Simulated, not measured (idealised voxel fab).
The process module that follows is named voxel released beams.
Shown is cross-section cut, with a width of 245 nm and square cells of size 5 nm.
Each cross-section below is a grid of square cells, stated as bands in top-down order, with one or more rows of cells making up each band.
The entry gives the band's vertical extent as a top height and a bottom height in nm, then its horizontal make-up as materials from left to right, each with a width in nm. "blank" stands for empty space; a single material marked "all across" fills the band edge to edge.
It should be noted that heights are counted from 0, beneath which the wafer as supplied is of one material throughout, and that the lowest band possesses no lower boundary but continues downward, as written in "0..down".
Graded width ("30 to 40"): value in top row of band = first number; value in bottom row = second number; row-to-row change constant.
Step note "no alterations made" = no cross-section cell changed.
If an empty space has no open way to the top and is at least 8 cells in size, "Voids, enclosed" lists it, written width x height at distance, where distance is measured from the left edge and every value is in nm.
If you see something after the settings on a step's line, that's the simulator's own remark about that step.
For masked steps, "overlay nm" on the step line gives how far right of plan the mask actually lay; a minus sign means it lay to the left.
## This section lists the process steps that were planned
1) RECEIVE with material Si
2) CONFORMAL_DEP with material Al2O3, thk nm 5
3) DIRECTIONAL_DEP with material SiO2, thk nm 15
4) MASKED_ETCH with tone open, mask id ANCHOR, width nm 25, etch materials SiO2, depth nm 15, overlay nm 0
5) CONFORMAL_DEP with material polySi, thk nm 10
6) MASKED_ETCH with tone cover, mask id BEAM, width nm 70, etch materials polySi, depth nm 10, overlay nm 0
7) STRIP with etch materials SiO2
## So this is the incoming wafer in cross-section - it's already been through step 1
0..down: Si all across
Voids, enclosed: none
## Cross-section: first of two wafers, module finished, run according to plan
30..20: 85 of blank  15 of polySi  5 of blank  50 of polySi  90 of blank
20..15: 90 of blank  10 of polySi  5 of blank  10 of polySi  130 of blank
15..5: 90 of blank  25 of polySi  130 of blank
5..0: Al2O3 all across
0..down: Si all across
Voids, enclosed: none
## End of module, second wafer, cross-section. Started like the first, planned like the first, run with one mistake
20..15: 85 of blank  15 of polySi  5 of blank  50 of polySi  90 of blank
15..5: 85 to 90 of blank  70 to 25 of polySi  90 to 130 of blank
5..0: Al2O3 all across
0..down: Si all across
Voids, enclosed: none
Deviation from plan: in deviation from the planned setting, step 3 was conducted as DIRECTIONAL_DEP with material SiO2, thk nm 5
The closing comparison, in cells, has the second wafer with more or fewer of some materials than the first: polySi: 8 fewer
